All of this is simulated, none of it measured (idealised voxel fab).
The following is a process module called voxel wiring stack.
The cross-section shown here is cut; it is 195 nm wide and divided into square cells measuring 5 nm on a side.
A cross-section is written here as square cells arranged in a grid, and it is given in bands from the top down, each band taking up one or more rows of cells. Read a band's entry like this: the first values are the height of its top and the height of its bottom in nm, and what follows is the sequence of materials from left to right, each with its width in nm. Note that "air" is empty space, and that a single material marked "throughout" reaches across the band from edge to edge. All heights in this document are referenced to 0, defined as the level beneath which the wafer, as received, consists entirely of one material. The lowest band is not bounded below; it extends indefinitely downward and is written in the form "from 0 down". It should be noted that a width expressed as "30..40" varies in equal increments from row to row of cells within the band, taking the value of the first number at the top row and that of the second number at the bottom row. Where the words "remained the same" appear for a step, the cross-section shows no cell changed by that step; every cell remained as before. Closed empty spaces (no open way to the top) of 8 cells or more are what "Voids lacking openings" lists, each as width x height at distance from the left edge, nm for all three. On a step's line, text after the settings is the simulator commenting on that step. Each step line may optionally specify "overlay nm", which for a step with a mask gives the rightward distance between the mask's planned place and where it lay, a negative value indicating the leftward direction.

Steps in the process plan:
step 1: RECEIVE with material Si
step 2: CONFORMAL_DEP with material SiO2, thk nm 10
step 3: CONFORMAL_DEP with material SiN, thk nm 5
step 4: DIRECTIONAL_DEP with material SiO2, thk nm 15
step 5: DIRECTIONAL_DEP with material aC, thk nm 15
step 6: PATTERN with tone open, mask id METAL_1, material resist, width nm 25, pitch nm 40, thk nm 35, overlay nm 0
step 7: DIRECTIONAL_ETCH with etch materials aC, depth nm 15
step 8: STRIP with etch materials resist
step 9: DIRECTIONAL_ETCH with etch materials SiO2, depth nm 15
step 10: DIRECTIONAL_ETCH with etch materials SiN, depth nm 5
step 11: STRIP with etch materials aC
step 12: CONFORMAL_DEP with material TiN, thk nm 5
step 13: FILL_DEP with material W, thk nm 10
step 14: CMP with height nm 30
step 15: EPI with material Ru, thk nm 5
step 16: FILL_DEP with material SiCN, thk nm 5
step 17: DIRECTIONAL_DEP with material lowk, thk nm 15
step 18: DIRECTIONAL_DEP with material aC, thk nm 10
step 19: PATTERN with tone open, mask id PLUG_1, material resist, width nm 15, pitch nm 40, thk nm 30, overlay nm 0
step 20: DIRECTIONAL_ETCH with etch materials aC, depth nm 10
step 21: STRIP with etch materials resist
step 22: DIRECTIONAL_ETCH with etch materials lowk, depth nm 15
step 23: DIRECTIONAL_ETCH with etch materials SiCN, depth nm 5
step 24: STRIP with etch materials aC
step 25: CONFORMAL_DEP with material TiN, thk nm 5
step 26: FILL_DEP with material W, thk nm 10
step 27: CMP with height nm 55
step 28: CONFORMAL_DEP with material SiN, thk nm 5
step 29: DIRECTIONAL_DEP with material SiO2, thk nm 20
step 30: MASKED_ETCH with tone open, mask id METAL_2, width nm 25, pitch nm 40, etch materials SiO2, depth nm 20, overlay nm 0
step 31: MASKED_ETCH with tone open, mask id METAL_2, width nm 25, pitch nm 40, etch materials SiN, depth nm 5, overlay nm 0
step 32: CONFORMAL_DEP with material TiN, thk nm 5
step 33: FILL_DEP with material Cu, thk nm 5
step 34: CMP with height nm 80
step 35: CONFORMAL_DEP with material SiCN, thk nm 5
step 36: DIRECTIONAL_DEP with material SiO2, thk nm 20
step 37: DIRECTIONAL_DEP with material aC, thk nm 15
step 38: PATTERN with tone open, mask id PLUG_2, material resist, width nm 15, pitch nm 40, thk nm 30, overlay nm 0
step 39: DIRECTIONAL_ETCH with etch materials aC, depth nm 15
step 40: STRIP with etch materials resist
step 41: DIRECTIONAL_ETCH with etch materials SiO2, depth nm 20
step 42: DIRECTIONAL_ETCH with etch materials SiCN, depth nm 5
step 43: STRIP with etch materials aC
step 44: CONFORMAL_DEP with material TiN, thk nm 5
step 45: FILL_DEP with material W, thk nm 10
step 46: CMP with height nm 105
step 47: DIRECTIONAL_DEP with material TiN, thk nm 5
step 48: DIRECTIONAL_DEP with material W, thk nm 25
step 49: PATTERN with tone cover, mask id METAL_3, material resist, width nm 25, pitch nm 40, thk nm 20, overlay nm 0
step 50: DIRECTIONAL_ETCH with etch materials W, depth nm 25
step 51: DIRECTIONAL_ETCH with etch materials TiN, depth nm 5
step 52: STRIP with etch materials resist
step 53: FILL_DEP with material lowk, thk nm 5
step 54: CMP with height nm 135
step 55: CONFORMAL_DEP with material SiN, thk nm 5

Wafer as received: cross-section following step 1:
    from 0 down | Si throughout
    Voids lacking openings: none

End state of the module in cross-section, given the above starting point and plan and one mistake in execution:
    from 140 to 135 | SiN throughout
    from 135 to 110 | lowk 45  W 25  lowk 15  W 25  lowk 15  W 25  lowk 45
    from 110 to 105 | lowk 45  TiN 25  lowk 15  TiN 25  lowk 15  TiN 25  lowk 45
    from 105 to 85 | SiO2 40  TiN 5  W 5  TiN 5  SiO2 25  TiN 5  W 5  TiN 5  SiO2 25  TiN 5  W 5  TiN 5  SiO2 60
    from 85 to 80 | SiCN 40  TiN 15  SiCN 25  TiN 15  SiCN 25  TiN 15  SiCN 60
    from 80 to 60 | SiO2 45  TiN 5  Cu 15  TiN 5  SiO2 15  TiN 5  Cu 15  TiN 5  SiO2 15  TiN 5  Cu 15  TiN 5  SiO2 45
    from 60 to 55 | SiN 45  TiN 25  SiN 15  TiN 25  SiN 15  TiN 25  SiN 45
    from 55 to 40 | lowk 45  TiN 5  W 5  TiN 5  lowk 25  TiN 5  W 5  TiN 5  lowk 25  TiN 5  W 5  TiN 5  lowk 55
    from 40 to 35 | SiCN 45  TiN 15  SiCN 25  TiN 15  SiCN 25  TiN 15  SiCN 55
    from 35 to 30 | SiCN 40  Ru 35  SiCN 5  Ru 35  SiCN 5  Ru 35  SiCN 40
    from 30 to 15 | SiO2 45  TiN 5  W 15  TiN 5  SiO2 15  TiN 5  W 15  TiN 5  SiO2 15  TiN 5  W 15  TiN 5  SiO2 45
    from 15 to 10 | SiN 45  TiN 25  SiN 15  TiN 25  SiN 15  TiN 25  SiN 45
    from 10 to 0 | SiO2 throughout
    from 0 down | Si throughout
    Voids lacking openings: none
Want to know what went wrong? step 38: run off-plan, actual operation and settings PATTERN with tone open, mask id PLUG_2, material resist, width nm 15, pitch nm 40, thk nm 30, overlay nm -5
